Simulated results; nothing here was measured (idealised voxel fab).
process module | voxel plated lines
cross-section cut | 215 nm wide | cells 5 nm
A cross-section is a grid of square cells, given in bands from the top down. A band is one or more rows of cells.
Each band's line starts with the height of the band's top and of its bottom, in nm. Then come its materials from left to right, each with its width in nm. One material with "throughout" fills the band from edge to edge. "air" is empty space.
Height 0 is the level under which the wafer as received is all one material. The lowest band goes on downwards, as in "0 down".
A width such as "30 to 40" changes by the same amount from each row of cells to the next, from the band's top row to its bottom row.
"no change" after a step means that no cell of the cross-section changed.
closed voids: empty space of 8 cells or more with no open way to the top, each as width x height at its distance from the left edge, in nm
after a step's settings: what the simulator itself notes on the step
overlay nm, on a step with a mask: how far to the right of its planned place the mask lay; to the left if negative
plan
1 op RECEIVE | material Si
2 op CONFORMAL_DEP | material Al2O3 | thk nm 5
3 op DIRECTIONAL_DEP | material TiN | thk nm 5
4 op PATTERN | tone open | mask id LINES | material resist | width nm 25 | pitch nm 50 | thk nm 30 | overlay nm 0
5 op EPI | material Ru | thk nm 5
6 op EPI | material Ru | thk nm 5
7 op STRIP | etch materials resist
8 op DIRECTIONAL_ETCH | etch materials TiN | depth nm 5
9 op CONFORMAL_DEP | material SiO2 | thk nm 10
as received, after step 1
  0 down: Si throughout
  closed voids: none
first wafer at the end, as planned
  30 to 20: air 60 | SiO2 45 | air 5 | SiO2 45 | air 60
  20 to 15: air 60 | SiO2 10 | Ru 25 | SiO2 10 | air 5 | SiO2 10 | Ru 25 | SiO2 10 | air 60
  15 to 10: SiO2 70 | Ru 25 | SiO2 25 | Ru 25 | SiO2 70
  10 to 5: SiO2 70 | TiN 25 | SiO2 25 | TiN 25 | SiO2 70
  5 to 0: Al2O3 throughout
  0 down: Si throughout
  closed voids: none
second wafer at the end: like start, like plan, one mistake
  30 to 20: air 65 | SiO2 40 | air 10 | SiO2 40 | air 60
  20 to 15: air 65 | SiO2 10 | Ru 20 | SiO2 10 | air 10 | SiO2 10 | Ru 20 | SiO2 10 | air 60
  15 to 10: SiO2 75 | Ru 20 | SiO2 30 | Ru 20 | SiO2 70
  10 to 5: SiO2 75 | TiN 20 | SiO2 30 | TiN 20 | SiO2 70
  5 to 0: Al2O3 throughout
  0 down: Si throughout
  closed voids: none
what went wrong: step 4 ran as: op PATTERN | tone open | mask id LINES | material resist | width nm 20 | pitch nm 50 | thk nm 30 | overlay nm 0
at the end the second wafer has, in cells: 4 fewer of Ru | 2 fewer of TiN
